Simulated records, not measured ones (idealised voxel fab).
Title: Process Module voxel ribs on slabs
The width of the displayed cross-section, cut, is 270 nm; its cells are square, with a size of 5 nm.
Cross-section, as written here: a square-cell grid given band by band from the top down, where a band holds one or more rows of cells. Band entry format. Leading values: height of top, height of bottom, nm. Remainder: materials in left-to-right order, each with its width in nm. Special words: "full width" on a single material, which then fills the band edge to edge; "air", empty space. Height datum 0, below which the as-received substrate wafer is one material. Lowest band open at the bottom, running downward: "0 -> down". A width given as "30..40" starts at the first number in the band's top row and ends at the second number in its bottom row, shifting by an equal amount at every step from row to row. "nothing got changed", as given for a step, is the statement that not any cell of the cross-section underwent a change during that step. What "Fully closed voids" gives you is every empty space of 8 cells or more that is cut off from the top. Each appears as width x height at distance, with the distance taken from the left edge and width, height and distance all in nm. On each step's line, the part that comes after the settings is the simulator's own comment on the step. "overlay nm" denotes, for a step that has a mask, the displacement of the mask to the right of its planned place, with negative values corresponding to the left.

So here's the lineup of process steps we planned
1) RECEIVE (material Si)
2) DIRECTIONAL_DEP (material SiO2; thk nm 25)
3) DIRECTIONAL_DEP (material polySi; thk nm 25)
4) DIRECTIONAL_DEP (material aC; thk nm 15)
5) PATTERN (tone cover; mask id RIB; material resist; width nm 20; thk nm 30; overlay nm -15)
6) DIRECTIONAL_ETCH (etch materials aC; depth nm 15)
7) STRIP (etch materials resist)
8) DIRECTIONAL_ETCH (etch materials polySi; depth nm 15)
9) STRIP (etch materials aC)
10) MASKED_ETCH (tone cover; mask id SLAB; width nm 70; etch materials polySi; depth nm 10; overlay nm 0)
11) FILL_DEP (material SiO2; thk nm 30)
12) CMP (height nm 70)
13) DIRECTIONAL_DEP (material TiN; thk nm 10)
14) MASKED_ETCH (tone cover; mask id HEATER; width nm 30; etch materials TiN; depth nm 10; overlay nm 0)
15) CONFORMAL_DEP (material SiO2; thk nm 10)
Where the wafers of this document differ is in the overlay nm of step 5; they start out the same, and the plan states the value that applied to the first wafer.

Step 1 complete: as-received cross-section of the first of several wafers
- 0 -> down  Si full width
- Fully closed voids: none

So in this table every wafer gets its own row, and what you see is where it stands at the end of the module: for each material, how many cells it picked up (+) or gave up (-) since we received it, and after that its closed voids
overlay nm -15 | +832 SiO2 | +12 TiN | +40 polySi | Fully closed voids: none
overlay nm -10 | +832 SiO2 | +12 TiN | +40 polySi | Fully closed voids: none
overlay nm -5 | +832 SiO2 | +12 TiN | +40 polySi | Fully closed voids: none
overlay nm 0 | +832 SiO2 | +12 TiN | +40 polySi | Fully closed voids: none
overlay nm 5 | +832 SiO2 | +12 TiN | +40 polySi | Fully closed voids: none
overlay nm 10 | +832 SiO2 | +12 TiN | +40 polySi | Fully closed voids: none
overlay nm 15 | +832 SiO2 | +12 TiN | +40 polySi | Fully closed voids: none
